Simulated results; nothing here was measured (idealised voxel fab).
process module | voxel lift off
cross-section cut | 175 nm wide | cells 5 nm
A cross-section is a grid of square cells, given in bands from the top down. A band is one or more rows of cells.
Each band's line starts with the height of the band's top and of its bottom, in nm. Then come its materials from left to right, each with its width in nm. One material with "throughout" fills the band from edge to edge. "air" is empty space.
Height 0 is the level under which the wafer as received is all one material. The lowest band goes on downwards, as in "0 down".
A width such as "30 to 40" changes by the same amount from each row of cells to the next, from the band's top row to its bottom row.
"no change" after a step means that no cell of the cross-section changed.
closed voids: empty space of 8 cells or more with no open way to the top, each as width x height at its distance from the left edge, in nm
after a step's settings: what the simulator itself notes on the step
overlay nm, on a step with a mask: how far to the right of its planned place the mask lay; to the left if negative
plan
1 op RECEIVE | material Si
2 op CONFORMAL_DEP | material SiO2 | thk nm 5
3 op PATTERN | tone open | mask id LINES | material resist | width nm 15 | pitch nm 40 | thk nm 20 | overlay nm 0
4 op DIRECTIONAL_DEP | material Ru | thk nm 5
5 op STRIP | etch materials resist
6 op CONFORMAL_DEP | material SiO2 | thk nm 10
as received, after step 1
  0 down: Si throughout
  closed voids: none
first wafer at the end, as planned
  20 to 15: air 10 | SiO2 35 | air 5 | SiO2 35 | air 5 | SiO2 35 | air 5 | SiO2 35 | air 10
  15 to 10: SiO2 throughout
  10 to 5: SiO2 20 | Ru 15 | SiO2 25 | Ru 15 | SiO2 25 | Ru 15 | SiO2 25 | Ru 15 | SiO2 20
  5 to 0: SiO2 throughout
  0 down: Si throughout
  closed voids: none
second wafer at the end: like start, like plan, one mistake
  20 to 10: SiO2 throughout
  10 to 5: Ru 20 | SiO2 15 | Ru 25 | SiO2 15 | Ru 25 | SiO2 15 | Ru 25 | SiO2 15 | Ru 20
  5 to 0: SiO2 throughout
  0 down: Si throughout
  closed voids: none
what went wrong: step 3 ran as: op PATTERN | tone cover | mask id LINES | material resist | width nm 15 | pitch nm 40 | thk nm 20 | overlay nm 0
at the end the second wafer has, in cells: 11 more of Ru | 4 fewer of SiO2
